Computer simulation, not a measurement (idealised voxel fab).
The following is a process module called voxel self aligned contacts.
This is section cut - it's 295 nm across, gridded in 5 nm square cells.
We lay out every cross-section as a grid of square cells and spell it out in bands from the top down, where one band means one or more rows of cells. Each band's line starts with the height of the band's top and of its bottom, in nm. Then come its materials from left to right, each with its width in nm. One material with "all across" fills the band from edge to edge. "air" is empty space. Zero point of the height axis is 0; under it, received wafer = one material. Lowest band: continues down indefinitely, "0 nm and below". With a width like "30..40", each row of cells in the band differs from the next by the same amount, the top row carrying the first number and the bottom row the second. Given "left unchanged" for a step, no cell of the cross-section differs between before and after that step. Enclosed voids (no open way to top), threshold 8 cells or more, entry "Enclosed internal cavities", notation width x height at distance, distance from left edge, nm. Formally, on a step line, whatever follows the settings is a remark that the simulator itself makes on the step. overlay nm: for a step with a mask, the amount by which the mask lay right of where it was planned; a negative amount means left of it. Pairs ahead. Before: cross-section ahead of one process step. After: cross-section once the step is done, shown to the lowest changed band only. Under each pair: that step, with settings. Caution: pairs may come from different runs of this module on the same starting wafer; a pair follows the pair above only where its "Preceding state" entry says so.

## Preceding state
	55 nm to 45 nm  aC all across
	45 nm to 25 nm  SiN all across
	25 nm to 5 nm  polySi all across
	5 nm to 0 nm  SiO2 all across
	0 nm and below  Si all across
	Enclosed internal cavities: none

## Section After Processing
	80 nm to 55 nm  resist: 95, air: 30, resist: 45, air: 30, resist: 95
	At heights below 55, the structure remains unaltered.
	Enclosed internal cavities: none
Here is the step that sits between the two cross-sections above: PATTERN [tone open] [mask id GATE] [material resist] [width nm 30] [pitch nm 75] [thk nm 25] [overlay nm 0]

Preceding state: the pre-step structure is the one depicted after the step in the pair just above.

## Section After Processing
	70 nm to 55 nm  resist: 95, air: 30, resist: 45, air: 30, resist: 95
	55 nm to 45 nm  aC: 95, air: 30, aC: 45, air: 30, aC: 95
	At heights below 45, the structure remains unaltered.
	Enclosed internal cavities: none
Here is the step that sits between the two cross-sections above: DIRECTIONAL_ETCH [etch materials aC] [depth nm 10]

Preceding state: the pre-step structure is the one depicted after the step in the pair just above.

## Section After Processing
	55 nm to 45 nm  aC: 95, air: 30, aC: 45, air: 30, aC: 95
	At heights below 45, the structure remains unaltered.
	Enclosed internal cavities: none
Here is the step that sits between the two cross-sections above: STRIP [etch materials resist]

Preceding state: the pre-step structure is the one depicted after the step in the pair just above.

## Section After Processing
	55 nm to 45 nm  aC: 95, air: 30, aC: 45, air: 30, aC: 95
	45 nm to 25 nm  SiN: 95, air: 30, SiN: 45, air: 30, SiN: 95
	At heights below 25, the structure remains unaltered.
	Enclosed internal cavities: none
Here is the step that sits between the two cross-sections above: DIRECTIONAL_ETCH [etch materials SiN] [depth nm 20]

Preceding state: the pre-step structure is the one depicted after the step in the pair just above.

## Section After Processing
	55 nm to 45 nm  aC: 95, air: 30, aC: 45, air: 30, aC: 95
	45 nm to 25 nm  SiN: 95, air: 30, SiN: 45, air: 30, SiN: 95
	25 nm to 5 nm  polySi: 95, air: 30, polySi: 45, air: 30, polySi: 95
	At heights below 5, the structure remains unaltered.
	Enclosed internal cavities: none
Here is the step that sits between the two cross-sections above: DIRECTIONAL_ETCH [etch materials polySi] [depth nm 20]

Preceding state: the pre-step structure is the one depicted after the step in the pair just above.

## Section After Processing
	45 nm to 25 nm  SiN: 95, air: 30, SiN: 45, air: 30, SiN: 95
	At heights below 25, the structure remains unaltered.
	Enclosed internal cavities: none
Here is the step that sits between the two cross-sections above: STRIP [etch materials aC]

Preceding state: the pre-step structure is the one depicted after the step in the pair just above.

## Section After Processing
	55 nm to 25 nm  SiN: 105, air: 10, SiN: 65, air: 10, SiN: 105
	25 nm to 15 nm  polySi: 95, SiN: 10, air: 10, SiN: 10, polySi: 45, SiN: 10, air: 10, SiN: 10, polySi: 95
	15 nm to 5 nm  polySi: 95, SiN: 30, polySi: 45, SiN: 30, polySi: 95
	At heights below 5, the structure remains unaltered.
	Enclosed internal cavities: none
Here is the step that sits between the two cross-sections above: CONFORMAL_DEP [material SiN] [thk nm 10]

Preceding state: the pre-step structure is the one depicted after the step in the pair just above.

## Section After Processing
	45 nm to 25 nm  SiN: 105, air: 10, SiN: 65, air: 10, SiN: 105
	25 nm to 5 nm  polySi: 95, SiN: 10, air: 10, SiN: 10, polySi: 45, SiN: 10, air: 10, SiN: 10, polySi: 95
	At heights below 5, the structure remains unaltered.
	Enclosed internal cavities: none
Here is the step that sits between the two cross-sections above: DIRECTIONAL_ETCH [etch materials SiN] [depth nm 10]

Preceding state: the pre-step structure is the one depicted after the step in the pair just above.

## Section After Processing
	65 nm to 45 nm  SiO2 all across
	45 nm to 25 nm  SiN: 105, SiO2: 10, SiN: 65, SiO2: 10, SiN: 105
	25 nm to 5 nm  polySi: 95, SiN: 10, SiO2: 10, SiN: 10, polySi: 45, SiN: 10, SiO2: 10, SiN: 10, polySi: 95
	At heights below 5, the structure remains unaltered.
	Enclosed internal cavities: none
Here is the step that sits between the two cross-sections above: FILL_DEP [material SiO2] [thk nm 20]

Preceding state: the pre-step structure is the one depicted after the step in the pair just above.

## Section After Processing
	55 nm to 45 nm  SiO2 all across
	At heights below 45, the structure remains unaltered.
	Enclosed internal cavities: none
Here is the step that sits between the two cross-sections above: CMP [height nm 55]

Preceding state: the pre-step structure is the one depicted after the step in the pair just above.

## Section After Processing
	70 nm to 55 nm  aC all across
	At heights below 55, the structure remains unaltered.
	Enclosed internal cavities: none
Here is the step that sits between the two cross-sections above: DIRECTIONAL_DEP [material aC] [thk nm 15]

Preceding state: the pre-step structure is the one depicted after the step in the pair just above.

## Section After Processing
	100 nm to 70 nm  resist: 120, air: 55, resist: 120
	At heights below 70, the structure remains unaltered.
	Enclosed internal cavities: none
Here is the step that sits between the two cross-sections above: PATTERN [tone open] [mask id CONTACT] [material resist] [width nm 55] [thk nm 30] [overlay nm 0]

Preceding state: the pre-step structure is the one depicted after the step in the pair just above.

## Section After Processing
	85 nm to 70 nm  resist: 120, air: 55, resist: 120
	70 nm to 55 nm  aC: 120, air: 55, aC: 120
	At heights below 55, the structure remains unaltered.
	Enclosed internal cavities: none
Here is the step that sits between the two cross-sections above: DIRECTIONAL_ETCH [etch materials aC] [depth nm 15]

Preceding state: the pre-step structure is the one depicted after the step in the pair just above.

## Section After Processing
	70 nm to 55 nm  aC: 120, air: 55, aC: 120
	At heights below 55, the structure remains unaltered.
	Enclosed internal cavities: none
Here is the step that sits between the two cross-sections above: STRIP [etch materials resist]

Preceding state: the pre-step structure is the one depicted after the step in the pair just above.

## Section After Processing
	70 nm to 55 nm  aC: 120, air: 55, aC: 120
	55 nm to 45 nm  SiO2: 120, air: 55, SiO2: 120
	At heights below 45, the structure remains unaltered.
	Enclosed internal cavities: none
Here is the step that sits between the two cross-sections above: DIRECTIONAL_ETCH [etch materials SiO2] [depth nm 55]

Preceding state: the pre-step structure is the one depicted after the step in the pair just above.

## Section After Processing
	55 nm to 45 nm  SiO2: 120, air: 55, SiO2: 120
	At heights below 45, the structure remains unaltered.
	Enclosed internal cavities: none
Here is the step that sits between the two cross-sections above: STRIP [etch materials aC]

Preceding state: the pre-step structure is the one depicted after the step in the pair just above.

## Section After Processing
	60 nm to 55 nm  TiN: 125, air: 45, TiN: 125
	55 nm to 50 nm  SiO2: 120, TiN: 5, air: 45, TiN: 5, SiO2: 120
	50 nm to 45 nm  SiO2: 120, TiN: 55, SiO2: 120
	At heights below 45, the structure remains unaltered.
	Enclosed internal cavities: none
Here is the step that sits between the two cross-sections above: CONFORMAL_DEP [material TiN] [thk nm 5]

Preceding state: the pre-step structure is the one depicted after the step in the pair just above.

## Section After Processing
	65 nm to 60 nm  W all across
	60 nm to 55 nm  TiN: 125, W: 45, TiN: 125
	55 nm to 50 nm  SiO2: 120, TiN: 5, W: 45, TiN: 5, SiO2: 120
	At heights below 50, the structure remains unaltered.
	Enclosed internal cavities: none
Here is the step that sits between the two cross-sections above: FILL_DEP [material W] [thk nm 5]

Preceding state: the pre-step structure is the one depicted after the step in the pair just above.

## Section After Processing
	55 nm to 50 nm  SiO2: 120, TiN: 5, W: 45, TiN: 5, SiO2: 120
	At heights below 50, the structure remains unaltered.
	Enclosed internal cavities: none
Here is the step that sits between the two cross-sections above: CMP [height nm 55]

Preceding state: the pre-step structure is the one depicted after the step in the pair just above.

## Section After Processing
	60 nm to 55 nm  SiN all across
	At heights below 55, the structure remains unaltered.
	Enclosed internal cavities: none
Here is the step that sits between the two cross-sections above: CONFORMAL_DEP [material SiN] [thk nm 5]
